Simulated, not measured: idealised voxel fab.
process module | voxel self aligned vias
cross-section cut | 265 nm wide | cells 5 nm
A cross-section is a grid of square cells, given in bands from the top down. A band is one or more rows of cells.
Each band's line starts with the height of the band's top and of its bottom, in nm. Then come its materials from left to right, each with its width in nm. One material with "throughout" fills the band from edge to edge. "air" is empty space.
Height 0 is the level under which the wafer as received is all one material. The lowest band goes on downwards, as in "0 down".
A width such as "30 to 40" changes by the same amount from each row of cells to the next, from the band's top row to its bottom row.
"no change" after a step means that no cell of the cross-section changed.
closed voids: empty space of 8 cells or more with no open way to the top, each as width x height at its distance from the left edge, in nm
after a step's settings: what the simulator itself notes on the step
overlay nm, on a step with a mask: how far to the right of its planned place the mask lay; to the left if negative
plan
1 op RECEIVE | material Si
2 op CONFORMAL_DEP | material SiO2 | thk nm 15
3 op CONFORMAL_DEP | material SiCN | thk nm 5
4 op DIRECTIONAL_DEP | material lowk | thk nm 30
5 op PATTERN | tone open | mask id LINES | material resist | width nm 20 | pitch nm 65 | thk nm 20 | overlay nm 0
6 op DIRECTIONAL_ETCH | etch materials lowk | depth nm 30
7 op STRIP | etch materials resist
8 op CONFORMAL_DEP | material TiN | thk nm 5
9 op FILL_DEP | material W | thk nm 5
10 op CMP | height nm 50
11 op SELECTIVE_ETCH | etch materials W Ru TiN | depth nm 5
12 op FILL_DEP | material SiN | thk nm 10
13 op CMP | height nm 50
14 op DIRECTIONAL_DEP | material lowk | thk nm 20
15 op DIRECTIONAL_DEP | material aC | thk nm 10
16 op PATTERN | tone open | mask id VIAS | material resist | width nm 40 | pitch nm 65 | thk nm 30 | overlay nm 0
17 op DIRECTIONAL_ETCH | etch materials aC | depth nm 10
18 op STRIP | etch materials resist
19 op DIRECTIONAL_ETCH | etch materials lowk | depth nm 20
20 op DIRECTIONAL_ETCH | etch materials SiN | depth nm 5
21 op STRIP | etch materials aC
22 op CONFORMAL_DEP | material TiN | thk nm 5
23 op FILL_DEP | material W | thk nm 5
24 op CMP | height nm 70
25 op CONFORMAL_DEP | material SiCN | thk nm 5
as received, after step 1
  0 down: Si throughout
  closed voids: none
a wafer at the end: this start, this plan, one mistake
  75 to 70: SiCN throughout
  70 to 55: lowk 80 | TiN 5 | W 30 | TiN 5 | lowk 25 | TiN 5 | W 30 | TiN 5 | lowk 80
  55 to 50: lowk 80 | TiN 20 | W 5 | TiN 15 | lowk 25 | TiN 20 | W 5 | TiN 15 | lowk 80
  50 to 45: lowk 95 | TiN 15 | lowk 50 | TiN 15 | lowk 90
  45 to 25: lowk 95 | TiN 5 | W 5 | TiN 5 | lowk 50 | TiN 5 | W 5 | TiN 5 | lowk 90
  25 to 20: lowk 95 | TiN 15 | lowk 50 | TiN 15 | lowk 90
  20 to 15: SiCN throughout
  15 to 0: SiO2 throughout
  0 down: Si throughout
  closed voids: none
what went wrong: step 5 ran as: op PATTERN | tone open | mask id LINES | material resist | width nm 15 | pitch nm 65 | thk nm 20 | overlay nm 0
